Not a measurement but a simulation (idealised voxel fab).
Presented below is a process module, voxel released beams.
This is section cut - it's 175 nm across, gridded in 5 nm square cells.
Heads up, the way a cross-section reads in here is a grid of square cells, handed over as bands from the top down, with every band being one or more rows of cells. Look at the band entry: it leads with the top's height and the bottom's height in nm. Then it lists the materials left to right, with a width in nm for each. The word "everywhere" on a single material says that material fills the band edge to edge. The word "air" is empty space. The reference from which all heights are counted is 0, the level beneath which the as-received wafer is entirely one material; the lowest band, having no lower bound, proceeds downward and is written after the example "z 0 and below". Read "30->40" as a graded width: first number on top, second number at the bottom, same change between each pair of neighbouring rows. Step marked "no change"? Then no cell in the cross-section changed in it. Listed in "Closed void entries": every empty space of 8 or more cells without an open way to the top. Form: width x height at distance, the distance being from the left edge, all in nm. Post-settings text on a step line: simulator's own remark regarding the step. A step's line can hold "overlay nm"; with a mask on that step, the setting says how far right of the planned place the mask lay, while a negative setting says it lay to the left.
THE PROCESS STEPS THAT WERE PLANNED ARE LISTED BELOW
1) RECEIVE, material Si
2) CONFORMAL_DEP, material SiN, thk nm 5
3) DIRECTIONAL_DEP, material SiO2, thk nm 15
4) PATTERN, tone open, mask id ANCHOR, material resist, width nm 35, thk nm 15, overlay nm 0
5) DIRECTIONAL_ETCH, etch materials SiO2, depth nm 15
6) STRIP, etch materials resist
7) CONFORMAL_DEP, material W, thk nm 15
8) DIRECTIONAL_DEP, material aC, thk nm 10
9) PATTERN, tone cover, mask id BEAM, material resist, width nm 120, thk nm 25, overlay nm 0
10) DIRECTIONAL_ETCH, etch materials aC, depth nm 10
11) STRIP, etch materials resist
12) DIRECTIONAL_ETCH, etch materials W, depth nm 15
13) STRIP, etch materials aC
14) STRIP, etch materials SiO2
SO THIS IS THE INCOMING WAFER IN CROSS-SECTION - IT'S ALREADY BEEN THROUGH STEP 1
> z 0 and below | Si everywhere
> Closed void entries: none
CROSS-SECTIONAL VIEW OF THE FIRST OF THE TWO WAFERS UPON COMPLETION OF THE MODULE, PROCESSED IN ACCORDANCE WITH THE PLAN
> z 35 to 20 | 25 air / 20 W / 5 air / 95 W / 30 air
> z 20 to 5 | 30 air / 35 W / 110 air
> z 5 to 0 | SiN everywhere
> z 0 and below | Si everywhere
> Closed void entries: none
CROSS-SECTION, SECOND WAFER: SAME START AS THE FIRST, SAME PLAN AS THE FIRST, ONE MISTAKE IN RUNNING IT; TAKEN AT THE END OF THE MODULE
> z 35 to 20 | 25 air / 55 W / 95 air
> z 20 to 5 | 15 air / 15 W / 35 SiO2 / 80 W / 30 air
> z 5 to 0 | SiN everywhere
> z 0 and below | Si everywhere
> Closed void entries: none
Against the plan, the run slipped here: step 4 was run on a setting that differed from the plan, and what really ran there is PATTERN, tone cover, mask id ANCHOR, material resist, width nm 35, thk nm 15, overlay nm 0
Final comparison by cell count, materials where the second wafer has more or fewer than the first: 21 more of SiO2
